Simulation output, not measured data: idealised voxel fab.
process module | voxel capacitor over wiring
cross-section cut | 280 nm wide | cells 5 nm
A cross-section is a grid of square cells, given in bands from the top down. A band is one or more rows of cells.
Each band's line starts with the height of the band's top and of its bottom, in nm. Then come its materials from left to right, each with its width in nm. One material with "throughout" fills the band from edge to edge. "air" is empty space.
Height 0 is the level under which the wafer as received is all one material. The lowest band goes on downwards, as in "0 down".
A width such as "30 to 40" changes by the same amount from each row of cells to the next, from the band's top row to its bottom row.
"no change" after a step means that no cell of the cross-section changed.
closed voids: empty space of 8 cells or more with no open way to the top, each as width x height at its distance from the left edge, in nm
after a step's settings: what the simulator itself notes on the step
overlay nm, on a step with a mask: how far to the right of its planned place the mask lay; to the left if negative
plan
1 op RECEIVE | material Si
2 op CONFORMAL_DEP | material SiO2 | thk nm 10
3 op DIRECTIONAL_DEP | material TiN | thk nm 5
4 op DIRECTIONAL_DEP | material W | thk nm 20
5 op PATTERN | tone cover | mask id METAL_1 | material resist | width nm 20 | pitch nm 75 | thk nm 15 | overlay nm 0
6 op DIRECTIONAL_ETCH | etch materials W | depth nm 20
7 op DIRECTIONAL_ETCH | etch materials TiN | depth nm 5
8 op STRIP | etch materials resist
9 op FILL_DEP | material lowk | thk nm 5
10 op CMP | height nm 35
11 op CONFORMAL_DEP | material SiCN | thk nm 5
12 op DIRECTIONAL_DEP | material SiO2 | thk nm 20
13 op DIRECTIONAL_DEP | material aC | thk nm 15
14 op PATTERN | tone open | mask id PLUG_1 | material resist | width nm 15 | thk nm 35 | overlay nm 0
15 op DIRECTIONAL_ETCH | etch materials aC | depth nm 15
16 op STRIP | etch materials resist
17 op DIRECTIONAL_ETCH | etch materials SiO2 | depth nm 20
18 op DIRECTIONAL_ETCH | etch materials SiCN | depth nm 5
19 op STRIP | etch materials aC
20 op EPI | material Ru | thk nm 10
21 op EPI | material Ru | thk nm 10
22 op EPI | material Ru | thk nm 5
23 op DIRECTIONAL_DEP | material TiN | thk nm 5
24 op DIRECTIONAL_DEP | material SiN | thk nm 5
25 op DIRECTIONAL_DEP | material TiN | thk nm 5
26 op PATTERN | tone cover | mask id UPPER_PLATE | material resist | width nm 60 | thk nm 20 | overlay nm 0
27 op DIRECTIONAL_ETCH | etch materials TiN | depth nm 5
28 op DIRECTIONAL_ETCH | etch materials SiN | depth nm 5
29 op STRIP | etch materials resist
30 op MASKED_ETCH | tone cover | mask id LOWER_PLATE | width nm 70 | etch materials TiN | depth nm 5 | overlay nm -15
31 op FILL_DEP | material SiO2 | thk nm 15
32 op CMP | height nm 85
33 op MASKED_ETCH | tone open | mask id PLUG_2 | width nm 15 | etch materials SiO2 | depth nm 10 | overlay nm 0
34 op CONFORMAL_DEP | material TiN | thk nm 5
35 op FILL_DEP | material Cu | thk nm 5
36 op CMP | height nm 85
37 op CONFORMAL_DEP | material SiCN | thk nm 5
varied across the wafers: overlay nm of step 30. The plan shows the first wafer's value. All wafers start alike
first wafer as received, after step 1
  0 down: Si throughout
  closed voids: none
each wafer at the end: cells of each material gained (+) or lost (-) since it was received, then its closed voids
overlay nm -15 | +1 Cu | +15 Ru | +109 SiCN | +12 SiN | +560 SiO2 | +39 TiN | +32 W | +240 lowk | closed voids: none
overlay nm -10 | +1 Cu | +15 Ru | +109 SiCN | +12 SiN | +560 SiO2 | +39 TiN | +32 W | +240 lowk | closed voids: none
overlay nm -5 | +1 Cu | +15 Ru | +109 SiCN | +12 SiN | +560 SiO2 | +39 TiN | +32 W | +240 lowk | closed voids: none
overlay nm 0 | +1 Cu | +15 Ru | +109 SiCN | +12 SiN | +560 SiO2 | +39 TiN | +32 W | +240 lowk | closed voids: none
overlay nm 5 | +1 Cu | +15 Ru | +109 SiCN | +12 SiN | +560 SiO2 | +39 TiN | +32 W | +240 lowk | closed voids: none
overlay nm 10 | +1 Cu | +15 Ru | +109 SiCN | +12 SiN | +560 SiO2 | +39 TiN | +32 W | +240 lowk | closed voids: none
overlay nm 15 | +1 Cu | +15 Ru | +109 SiCN | +12 SiN | +560 SiO2 | +39 TiN | +32 W | +240 lowk | closed voids: none
